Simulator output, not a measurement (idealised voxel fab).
Process module name: voxel transistor to metal
For reference, the cross-section in this document is cut, with width 295 nm and square cells of 5 nm.
Cross-sections here: square-cell grids, written as top-down lists of bands, a band being one or more rows of cells.
Look at the band entry: it leads with the top's height and the bottom's height in nm. Then it lists the materials left to right, with a width in nm for each. The word "throughout" on a single material says that material fills the band edge to edge. The word "empty" is empty space.
Counting heights begins at 0, where everything beneath is, in the wafer as received, one material. The lowest band has no bottom; it goes on downwards, as "top 0, no bottom" shows.
Top row gets the first number, bottom row gets the second, and each row in between changes by the same step: that is how a band width like "30 to 40" works.
Take "nothing changed" at face value: in the step it is given for, the cross-section changed in none of its cells.
Look at "Sealed-off cavities" for the closed voids: empty spaces with no open path to the top, sized 8 cells or up. Each is width x height at distance, distance from the left edge, all nm.
Heads up: the bit after the settings on a step's line is the simulator's remark on that step.
Steps that use a mask can have "overlay nm" on their line. It says how far the mask sat to the right of where it was meant to be. Negative means to the left.

### Below is the list of planned process steps
step 1: RECEIVE,material Si
step 2: OXIDIZE,depth nm 5
step 3: CONFORMAL_DEP,material SiN,thk nm 10
step 4: PATTERN,tone cover,mask id ACTIVE,material resist,width nm 110,pitch nm 130,thk nm 15,overlay nm 0
step 5: DIRECTIONAL_ETCH,etch materials SiN,depth nm 10
step 6: DIRECTIONAL_ETCH,etch materials SiO2,depth nm 5
step 7: DIRECTIONAL_ETCH,etch materials Si,depth nm 35
step 8: STRIP,etch materials resist
step 9: FILL_DEP,material SiO2,thk nm 5
step 10: CMP,height nm 10
step 11: SELECTIVE_ETCH,etch materials SiO2,depth nm 10
step 12: STRIP,etch materials SiN
step 13: SELECTIVE_ETCH,etch materials SiO2,depth nm 5
step 14: OXIDIZE,depth nm 5
step 15: DIRECTIONAL_DEP,material polySi,thk nm 25
step 16: DIRECTIONAL_DEP,material SiCN,thk nm 10
step 17: MASKED_ETCH,tone cover,mask id GATE,width nm 30,pitch nm 130,etch materials SiCN,depth nm 20,overlay nm 0
step 18: MASKED_ETCH,tone cover,mask id GATE,width nm 30,pitch nm 130,etch materials polySi,depth nm 35,overlay nm 0
step 19: CONFORMAL_DEP,material SiN,thk nm 5
step 20: DIRECTIONAL_ETCH,etch materials SiN,depth nm 5
step 21: DIRECTIONAL_ETCH,etch materials SiO2,depth nm 5
step 22: DIRECTIONAL_ETCH,etch materials Si,depth nm 15
step 23: EPI,material nSi,thk nm 15
step 24: FILL_DEP,material SiO2,thk nm 10
step 25: CMP,height nm 20
step 26: STRIP,etch materials polySi
step 27: SELECTIVE_ETCH,etch materials SiO2,depth nm 5
step 28: CONFORMAL_DEP,material HfO2,thk nm 5
step 29: CONFORMAL_DEP,material TiN,thk nm 5
step 30: FILL_DEP,material W,thk nm 5
step 31: CMP,height nm 15
step 32: DIRECTIONAL_DEP,material SiO2,thk nm 15
step 33: PATTERN,tone open,mask id CONTACT,material resist,width nm 15,thk nm 20,overlay nm 0
step 34: DIRECTIONAL_ETCH,etch materials SiO2,depth nm 40
step 35: STRIP,etch materials resist
step 36: CONFORMAL_DEP,material TiN,thk nm 5
step 37: FILL_DEP,material Ru,thk nm 10
step 38: CMP,height nm 30
step 39: DIRECTIONAL_DEP,material TiN,thk nm 5
step 40: DIRECTIONAL_DEP,material W,thk nm 15
step 41: PATTERN,tone cover,mask id METAL_1,material resist,width nm 15,thk nm 20,overlay nm 0
step 42: DIRECTIONAL_ETCH,etch materials W,depth nm 15
step 43: DIRECTIONAL_ETCH,etch materials TiN,depth nm 5
step 44: STRIP,etch materials resist
step 45: CONFORMAL_DEP,material SiCN,thk nm 5
step 46: FILL_DEP,material lowk,thk nm 10
step 47: CMP,height nm 50
step 48: CONFORMAL_DEP,material SiCN,thk nm 5

### As-received wafer cross-section (after step 1)
- top 0, no bottom | Si throughout
- Sealed-off cavities: none

### The module was run from the start shown above using the plan shown above, but one mistake was made doing it; the resulting wafer cross-section is below
- top 70, bottom 65 | SiCN throughout
- top 65, bottom 55 | lowk throughout
- top 55, bottom 50 | 30 of lowk | 25 of SiCN | 50 of lowk | 25 of SiCN | 30 of lowk | 25 of SiCN | 50 of lowk | 25 of SiCN | 35 of lowk
- top 50, bottom 35 | 30 of lowk | 5 of SiCN | 15 of W | 5 of SiCN | 50 of lowk | 5 of SiCN | 15 of W | 5 of SiCN | 30 of lowk | 5 of SiCN | 15 of W | 5 of SiCN | 50 of lowk | 5 of SiCN | 15 of W | 5 of SiCN | 35 of lowk
- top 35, bottom 30 | 35 of SiCN | 15 of TiN | 60 of SiCN | 15 of TiN | 40 of SiCN | 15 of TiN | 60 of SiCN | 15 of TiN | 40 of SiCN
- top 30, bottom 15 | 35 of SiO2 | 5 of TiN | 5 of Ru | 5 of TiN | 60 of SiO2 | 5 of TiN | 5 of Ru | 5 of TiN | 40 of SiO2 | 5 of TiN | 5 of Ru | 5 of TiN | 60 of SiO2 | 5 of TiN | 5 of Ru | 5 of TiN | 40 of SiO2
- top 15, bottom 10 | 35 of SiO2 | 5 of TiN | 5 of Ru | 5 of TiN | 10 of SiO2 | 5 of SiN | 5 of HfO2 | 5 of TiN | 10 of W | 5 of TiN | 5 of HfO2 | 5 of SiN | 10 of SiO2 | 5 of TiN | 5 of Ru | 5 of TiN | 40 of SiO2 | 5 of TiN | 5 of Ru | 5 of TiN | 10 of SiO2 | 5 of SiN | 5 of HfO2 | 5 of TiN | 10 of W | 5 of TiN | 5 of HfO2 | 5 of SiN | 10 of SiO2 | 5 of TiN | 5 of Ru | 5 of TiN | 40 of SiO2
- top 10, bottom 5 | 35 of SiO2 | 15 of TiN | 10 of SiO2 | 5 of SiN | 5 of HfO2 | 5 of TiN | 10 of W | 5 of TiN | 5 of HfO2 | 5 of SiN | 10 of SiO2 | 15 of TiN | 40 of SiO2 | 15 of TiN | 10 of SiO2 | 5 of SiN | 5 of HfO2 | 5 of TiN | 10 of W | 5 of TiN | 5 of HfO2 | 5 of SiN | 10 of SiO2 | 15 of TiN | 40 of SiO2
- top 5, bottom 0 | 35 of SiO2 | 10 of TiN | 15 of nSi | 5 of SiN | 5 of HfO2 | 5 of TiN | 10 of W | 5 of TiN | 5 of HfO2 | 5 of SiN | 15 of nSi | 10 of TiN | 40 of SiO2 | 10 of TiN | 15 of nSi | 5 of SiN | 5 of HfO2 | 5 of TiN | 10 of W | 5 of TiN | 5 of HfO2 | 5 of SiN | 15 of nSi | 10 of TiN | 40 of SiO2
- top 0, bottom -5 | 35 of SiO2 | 10 of TiN | 15 of nSi | 5 of SiN | 5 of HfO2 | 20 of TiN | 5 of HfO2 | 5 of SiN | 15 of nSi | 10 of TiN | 40 of SiO2 | 10 of TiN | 15 of nSi | 5 of SiN | 5 of HfO2 | 20 of TiN | 5 of HfO2 | 5 of SiN | 15 of nSi | 10 of TiN | 40 of SiO2
- top -5, bottom -10 | 35 of SiO2 | 10 of TiN | 15 of nSi | 40 of HfO2 | 15 of nSi | 10 of TiN | 40 of SiO2 | 10 of TiN | 15 of nSi | 40 of HfO2 | 15 of nSi | 10 of TiN | 40 of SiO2
- top -10, bottom -25 | 25 of SiO2 | 35 of nSi | 40 of Si | 35 of nSi | 20 of SiO2 | 35 of nSi | 40 of Si | 35 of nSi | 30 of SiO2
- top -25, bottom -40 | 25 of SiO2 | 110 of Si | 20 of SiO2 | 110 of Si | 30 of SiO2
- top -40, no bottom | Si throughout
- Sealed-off cavities: none
The plan and the run diverged here: plan step 47 was not performed, having been skipped
